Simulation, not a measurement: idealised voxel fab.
Process module, titled voxel capacitor over wiring
Square cells of 5 nm make up the cross-section cut, whose width is 155 nm.
We lay out every cross-section as a grid of square cells and spell it out in bands from the top down, where one band means one or more rows of cells.
Quick guide to a band line: top height, bottom height (nm) up front; then every material left to right with its width in nm. Only one material and it's marked "full width"? Then it fills the band edge to edge. And "empty" just means empty space.
For the purposes of this specification, 0 denotes the height below which the wafer in its as-received condition is composed wholly of one material, and the lowermost band, lacking a lower limit, extends downward without end, as expressed in "0..down".
Per-row width for "30..40": begins at first number (top row of band), ends at second number (bottom row), increment between rows held constant.
Reading "no alteration" for a step: not a cell of the cross-section changed in it.
"Enclosed cavities": sealed empty spaces, 8 cells or more, no open way to top, listed width x height at distance, with distance from the left edge and width, height and distance in nm.
Post-settings text on a step line: simulator's own remark regarding the step.
On any step carrying a mask, the "overlay nm" setting, if present on the step's line, tells how far right of its planned place the mask lay; negative values point to the left.
[The following list gives the planned process steps]
| 1 | op RECEIVE | material Si |
| 2 | op CONFORMAL_DEP | material SiO2 | thk nm 10 |
| 3 | op CONFORMAL_DEP | material SiCN | thk nm 5 |
| 4 | op DIRECTIONAL_DEP | material SiO2 | thk nm 20 |
| 5 | op DIRECTIONAL_DEP | material aC | thk nm 15 |
| 6 | op PATTERN | tone open | mask id METAL_1 | material resist | width nm 30 | pitch nm 90 | thk nm 35 | overlay nm 0 |
| 7 | op DIRECTIONAL_ETCH | etch materials aC | depth nm 15 |
| 8 | op STRIP | etch materials resist |
| 9 | op DIRECTIONAL_ETCH | etch materials SiO2 | depth nm 20 |
| 10 | op DIRECTIONAL_ETCH | etch materials SiCN | depth nm 5 |
| 11 | op STRIP | etch materials aC |
| 12 | op CONFORMAL_DEP | material TiN | thk nm 5 |
| 13 | op FILL_DEP | material Ru | thk nm 10 |
| 14 | op CMP | height nm 35 |
| 15 | op CONFORMAL_DEP | material SiCN | thk nm 5 |
| 16 | op DIRECTIONAL_DEP | material SiO2 | thk nm 20 |
| 17 | op PATTERN | tone open | mask id PLUG_1 | material resist | width nm 15 | thk nm 20 | overlay nm 0 |
| 18 | op DIRECTIONAL_ETCH | etch materials SiO2 | depth nm 20 |
| 19 | op DIRECTIONAL_ETCH | etch materials SiCN | depth nm 5 |
| 20 | op STRIP | etch materials resist |
| 21 | op EPI | material Ru | thk nm 10 |
| 22 | op EPI | material Ru | thk nm 10 |
| 23 | op EPI | material Ru | thk nm 5 |
| 24 | op DIRECTIONAL_DEP | material TiN | thk nm 10 |
| 25 | op DIRECTIONAL_DEP | material Al2O3 | thk nm 5 |
| 26 | op DIRECTIONAL_DEP | material TiN | thk nm 10 |
| 27 | op DIRECTIONAL_DEP | material aC | thk nm 15 |
| 28 | op PATTERN | tone cover | mask id UPPER_PLATE | material resist | width nm 65 | thk nm 30 | overlay nm 0 |
| 29 | op DIRECTIONAL_ETCH | etch materials aC | depth nm 15 |
| 30 | op STRIP | etch materials resist |
| 31 | op DIRECTIONAL_ETCH | etch materials TiN | depth nm 10 |
| 32 | op DIRECTIONAL_ETCH | etch materials Al2O3 | depth nm 5 |
| 33 | op STRIP | etch materials aC |
| 34 | op DIRECTIONAL_DEP | material aC | thk nm 10 |
| 35 | op PATTERN | tone cover | mask id LOWER_PLATE | material resist | width nm 75 | thk nm 30 | overlay nm 0 |
| 36 | op DIRECTIONAL_ETCH | etch materials aC | depth nm 10 |
| 37 | op STRIP | etch materials resist |
| 38 | op DIRECTIONAL_ETCH | etch materials TiN | depth nm 10 |
| 39 | op STRIP | etch materials aC |
| 40 | op FILL_DEP | material SiO2 | thk nm 15 |
| 41 | op CMP | height nm 95 |
| 42 | op DIRECTIONAL_DEP | material aC | thk nm 15 |
| 43 | op PATTERN | tone open | mask id PLUG_2 | material resist | width nm 15 | thk nm 35 | overlay nm 0 |
| 44 | op DIRECTIONAL_ETCH | etch materials aC | depth nm 15 |
| 45 | op STRIP | etch materials resist |
| 46 | op DIRECTIONAL_ETCH | etch materials SiO2 | depth nm 10 |
| 47 | op STRIP | etch materials aC |
| 48 | op CONFORMAL_DEP | material TiN | thk nm 5 |
| 49 | op FILL_DEP | material Ru | thk nm 10 |
| 50 | op CMP | height nm 95 |
| 51 | op CONFORMAL_DEP | material SiN | thk nm 5 |
[Here's what the wafer looked like in cross-section when it arrived - that's after step 1]
	0..down | Si full width
	Enclosed cavities: none
[End state of the module in cross-section, given the above starting point and plan and one mistake in execution]
	100..95 | SiN full width
	95..90 | SiO2 35 nm / TiN 5 nm / Ru 5 nm / TiN 5 nm / SiO2 105 nm
	90..85 | SiO2 35 nm / TiN 15 nm / SiO2 105 nm
	85..75 | SiO2 30 nm / TiN 65 nm / SiO2 60 nm
	75..70 | SiO2 30 nm / Al2O3 65 nm / SiO2 60 nm
	70..60 | SiO2 25 nm / TiN 75 nm / SiO2 55 nm
	60..40 | SiO2 30 nm / Ru 15 nm / SiO2 110 nm
	40..35 | SiCN 30 nm / Ru 15 nm / SiCN 110 nm
	35..15 | SiO2 15 nm / TiN 5 nm / Ru 20 nm / TiN 5 nm / SiO2 60 nm / TiN 5 nm / Ru 20 nm / TiN 5 nm / SiO2 20 nm
	15..10 | SiCN 15 nm / TiN 30 nm / SiCN 60 nm / TiN 30 nm / SiCN 20 nm
	10..0 | SiO2 full width
	0..down | Si full width
	Enclosed cavities: none
Nonconformance to the process plan: step 43 ran with different settings than intended, the actual operation and settings being op PATTERN | tone open | mask id PLUG_2 | material resist | width nm 15 | thk nm 35 | overlay nm -5
